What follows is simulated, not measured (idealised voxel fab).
The process module that follows is named voxel capacitor over wiring.
Displayed cross-section: cut, width of 200 nm, square cells sized 5 nm.
In this document a cross-section is written as a grid of square cells. It is given as a series of bands, listed from the top down, and a band is one or more rows of cells.
For a band, the entry starts with two heights in nm, that of the top and then that of the bottom, and carries on with the band's materials in order from left to right, each alongside its width in nm; the word "everywhere" beside a single material means it fills the band edge to edge, and "empty" means empty space.
The level at which height equals 0 is the one under which the wafer, as it arrives, is entirely one material. No lower edge exists for the bottom band, which continues downward and is notated as in "0 and below".
Per-row width for "30..40": begins at first number (top row of band), ends at second number (bottom row), increment between rows held constant.
For the purposes of this document, the phrase "no change" attached to a step denotes that no cell within the cross-section was modified by that step.
Each empty space that has no open way to the top and spans at least 8 cells appears under "Enclosed internal voids" as width x height at distance, the distance counted from the left edge, all in nm.
Past the settings on a step's line: simulator remark, on that step.
overlay nm: mask offset rightward from planned place, masked step; negative means leftward offset.

**Planned step list for the process**
1,RECEIVE (material Si)
2,CONFORMAL_DEP (material SiO2; thk nm 15)
3,CONFORMAL_DEP (material SiCN; thk nm 5)
4,DIRECTIONAL_DEP (material lowk; thk nm 20)
5,PATTERN (tone open; mask id METAL_1; material resist; width nm 20; pitch nm 70; thk nm 20; overlay nm 0)
6,DIRECTIONAL_ETCH (etch materials lowk; depth nm 20)
7,DIRECTIONAL_ETCH (etch materials SiCN; depth nm 5)
8,STRIP (etch materials resist)
9,CONFORMAL_DEP (material TiN; thk nm 5)
10,FILL_DEP (material Cu; thk nm 10)
11,CMP (height nm 40)
12,CONFORMAL_DEP (material SiCN; thk nm 5)
13,DIRECTIONAL_DEP (material lowk; thk nm 10)
14,PATTERN (tone open; mask id PLUG_1; material resist; width nm 15; thk nm 15; overlay nm 0)
15,DIRECTIONAL_ETCH (etch materials lowk; depth nm 10)
16,DIRECTIONAL_ETCH (etch materials SiCN; depth nm 5)
17,STRIP (etch materials resist)
18,EPI (material Ru; thk nm 10)
19,EPI (material Ru; thk nm 5)
20,DIRECTIONAL_DEP (material TiN; thk nm 5)
21,DIRECTIONAL_DEP (material SiN; thk nm 5)
22,DIRECTIONAL_DEP (material TiN; thk nm 5)
23,DIRECTIONAL_DEP (material aC; thk nm 10)
24,PATTERN (tone cover; mask id UPPER_PLATE; material resist; width nm 55; thk nm 30; overlay nm 0)
25,DIRECTIONAL_ETCH (etch materials aC; depth nm 10)
26,STRIP (etch materials resist)
27,DIRECTIONAL_ETCH (etch materials TiN; depth nm 5)
28,DIRECTIONAL_ETCH (etch materials SiN; depth nm 5)
29,STRIP (etch materials aC)
30,MASKED_ETCH (tone cover; mask id LOWER_PLATE; width nm 65; etch materials TiN; depth nm 5; overlay nm 0)
31,FILL_DEP (material SiO2; thk nm 15)
32,CMP (height nm 80)
33,PATTERN (tone open; mask id PLUG_2; material resist; width nm 15; thk nm 20; overlay nm 0)
34,DIRECTIONAL_ETCH (etch materials SiO2; depth nm 10)
35,STRIP (etch materials resist)
36,CONFORMAL_DEP (material TiN; thk nm 5)
37,FILL_DEP (material Cu; thk nm 10)
38,CMP (height nm 80)
39,CONFORMAL_DEP (material SiN; thk nm 5)

**Cross-section of the incoming wafer, state after step 1**
  0 and below: Si everywhere
  Enclosed internal voids: none

**Same starting wafer, same plan as above, one mistake in the execution; this is the cross-section at the end of the module**
  85 down to 80: SiN everywhere
  80 down to 75: 70 SiO2 | 5 TiN | 5 Cu | 5 TiN | 115 SiO2
  75 down to 65: 70..60 SiO2 | 15..55 TiN | 115..85 SiO2
  65 down to 60: 60 SiO2 | 55 SiN | 85 SiO2
  60 down to 55: 60 SiO2 | 55 TiN | 85 SiO2
  55 down to 45: 60 lowk | 15 Ru | 125 lowk
  45 down to 40: 60 SiCN | 15 Ru | 125 SiCN
  40 down to 20: 55 lowk | 5 TiN | 10 Cu | 5 TiN | 50 lowk | 5 TiN | 10 Cu | 5 TiN | 55 lowk
  20 down to 15: 55 SiCN | 20 TiN | 50 SiCN | 20 TiN | 55 SiCN
  15 down to 0: SiO2 everywhere
  0 and below: Si everywhere
  Enclosed internal voids: none
Short version of what went wrong: step 30 did not use the planned setting and instead ran as MASKED_ETCH (tone cover; mask id LOWER_PLATE; width nm 55; etch materials TiN; depth nm 5; overlay nm 0)
